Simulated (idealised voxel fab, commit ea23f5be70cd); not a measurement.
Module name: voxel self aligned vias (process module)
Section shown: cut. Width: 210 nm. Cell size: 5 nm, square.
When this document writes out a cross-section, it uses a grid of square cells and lists it as bands, beginning at the top and moving down, with a band standing for one or more rows of cells. Heights first: top, then bottom, in nm. Then materials, left to right, each with a width in nm. "all across" on a single material: fills the band edge to edge. "empty": empty space. Height is counted from the level 0, under which the received wafer is composed throughout of one material. The lowest of the bands is not closed at the bottom but continues downward, in the notation "from 0 down". So if you see something like "30 to 40" for the width, read it as the top row of the band sitting at the first number and the bottom row at the second, with every row in between moving by the same amount as the last. "left unchanged" for a step: no cell of the cross-section changed in that step. Voids not open to the top, 8 cells minimum: see "Closed void listing". Written width x height at distance; distance is from the left edge; nm. On a step's line, text after the settings is the simulator commenting on that step. The optional step-line setting "overlay nm" applies to steps with a mask and quantifies how far to the right of its planned location the mask lay, a negative value indicating leftward placement.

Process steps foreseen in the plan
- 1: RECEIVE with material Si
- 2: CONFORMAL_DEP with material SiO2, thk nm 10
- 3: CONFORMAL_DEP with material SiCN, thk nm 5
- 4: DIRECTIONAL_DEP with material SiO2, thk nm 30
- 5: PATTERN with tone open, mask id LINES, material resist, width nm 20, pitch nm 65, thk nm 15, overlay nm 0
- 6: DIRECTIONAL_ETCH with etch materials SiO2, depth nm 30
- 7: STRIP with etch materials resist
- 8: CONFORMAL_DEP with material TiN, thk nm 5
- 9: FILL_DEP with material W, thk nm 5
- 10: CMP with height nm 45
- 11: SELECTIVE_ETCH with etch materials W Ru TiN, depth nm 5
- 12: FILL_DEP with material SiN, thk nm 5
- 13: CMP with height nm 45
- 14: DIRECTIONAL_DEP with material SiO2, thk nm 20
- 15: DIRECTIONAL_DEP with material aC, thk nm 10
- 16: PATTERN with tone open, mask id VIAS, material resist, width nm 40, pitch nm 130, thk nm 30, overlay nm 0
- 17: DIRECTIONAL_ETCH with etch materials aC, depth nm 10
- 18: STRIP with etch materials resist
- 19: DIRECTIONAL_ETCH with etch materials SiO2, depth nm 20
- 20: DIRECTIONAL_ETCH with etch materials SiN, depth nm 5
- 21: STRIP with etch materials aC
- 22: CONFORMAL_DEP with material TiN, thk nm 5
- 23: FILL_DEP with material Cu, thk nm 5
- 24: CMP with height nm 65
- 25: CONFORMAL_DEP with material SiCN, thk nm 5

As received, after step 1
> from 0 down: Si all across
> Closed void listing: none

Final cross-section, module run with one mistake (start and plan as above)
> from 70 to 65: SiCN all across
> from 65 to 50: SiO2: 20, TiN: 5, Cu: 30, TiN: 5, SiO2: 90, TiN: 5, Cu: 30, TiN: 5, SiO2: 20
> from 50 to 45: SiO2: 20, TiN: 15, Cu: 10, TiN: 15, SiO2: 90, TiN: 15, Cu: 10, TiN: 15, SiO2: 20
> from 45 to 40: SiO2: 30, TiN: 20, SiO2: 45, SiN: 20, SiO2: 45, TiN: 20, SiO2: 30
> from 40 to 20: SiO2: 30, TiN: 5, W: 10, TiN: 5, SiO2: 45, TiN: 5, W: 10, TiN: 5, SiO2: 45, TiN: 5, W: 10, TiN: 5, SiO2: 30
> from 20 to 15: SiO2: 30, TiN: 20, SiO2: 45, TiN: 20, SiO2: 45, TiN: 20, SiO2: 30
> from 15 to 5: SiO2 all across
> from 5 to 0: SiCN all across
> from 0 down: Si all across
> Closed void listing: none
Nonconformance to the process plan: the run placed steps 2 and 3 each in the position the plan gave to the other
